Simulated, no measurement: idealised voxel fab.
process module | voxel ribs on slabs
cross-section cut | 230 nm wide | cells 5 nm
A cross-section is a grid of square cells, given in bands from the top down. A band is one or more rows of cells.
Each band's line starts with the height of the band's top and of its bottom, in nm. Then come its materials from left to right, each with its width in nm. One material with "throughout" fills the band from edge to edge. "air" is empty space.
Height 0 is the level under which the wafer as received is all one material. The lowest band goes on downwards, as in "0 down".
A width such as "30 to 40" changes by the same amount from each row of cells to the next, from the band's top row to its bottom row.
"no change" after a step means that no cell of the cross-section changed.
closed voids: empty space of 8 cells or more with no open way to the top, each as width x height at its distance from the left edge, in nm
after a step's settings: what the simulator itself notes on the step
overlay nm, on a step with a mask: how far to the right of its planned place the mask lay; to the left if negative
plan
1 op RECEIVE | material Si
2 op DIRECTIONAL_DEP | material SiO2 | thk nm 20
3 op DIRECTIONAL_DEP | material polySi | thk nm 20
4 op DIRECTIONAL_DEP | material aC | thk nm 10
5 op PATTERN | tone cover | mask id RIB | material resist | width nm 25 | thk nm 30 | overlay nm 0
6 op DIRECTIONAL_ETCH | etch materials aC | depth nm 10
7 op STRIP | etch materials resist
8 op DIRECTIONAL_ETCH | etch materials polySi | depth nm 5
9 op STRIP | etch materials aC
10 op MASKED_ETCH | tone cover | mask id SLAB | width nm 65 | etch materials polySi | depth nm 15 | overlay nm -15
11 op FILL_DEP | material SiO2 | thk nm 20
12 op CMP | height nm 55
13 op DIRECTIONAL_DEP | material W | thk nm 5
14 op PATTERN | tone cover | mask id HEATER | material resist | width nm 35 | thk nm 20 | overlay nm 0
15 op DIRECTIONAL_ETCH | etch materials W | depth nm 5
16 op STRIP | etch materials resist
17 op CONFORMAL_DEP | material SiO2 | thk nm 5
varied across the wafers: overlay nm of step 10. The plan shows the first wafer's value. All wafers start alike
first wafer as received, after step 1
  0 down: Si throughout
  closed voids: none
first wafer at the end, after step 17
  65 to 60: air 90 | SiO2 45 | air 95
  60 to 55: SiO2 95 | W 35 | SiO2 100
  55 to 40: SiO2 throughout
  40 to 35: SiO2 100 | polySi 25 | SiO2 105
  35 to 20: SiO2 65 | polySi 65 | SiO2 100
  20 to 0: SiO2 throughout
  0 down: Si throughout
  closed voids: none
last wafer at the end
  65 to 60: air 90 | SiO2 45 | air 95
  60 to 55: SiO2 95 | W 35 | SiO2 100
  55 to 40: SiO2 throughout
  40 to 35: SiO2 100 | polySi 25 | SiO2 105
  35 to 20: SiO2 95 | polySi 65 | SiO2 70
  20 to 0: SiO2 throughout
  0 down: Si throughout
  closed voids: none
each wafer at the end: cells of each material gained (+) or lost (-) since it was received, then its closed voids
overlay nm -15 | +510 SiO2 | +7 W | +44 polySi | closed voids: none
overlay nm -10 | +510 SiO2 | +7 W | +44 polySi | closed voids: none
overlay nm -5 | +510 SiO2 | +7 W | +44 polySi | closed voids: none
overlay nm 0 | +510 SiO2 | +7 W | +44 polySi | closed voids: none
overlay nm 5 | +510 SiO2 | +7 W | +44 polySi | closed voids: none
overlay nm 10 | +510 SiO2 | +7 W | +44 polySi | closed voids: none
overlay nm 15 | +510 SiO2 | +7 W | +44 polySi | closed voids: none
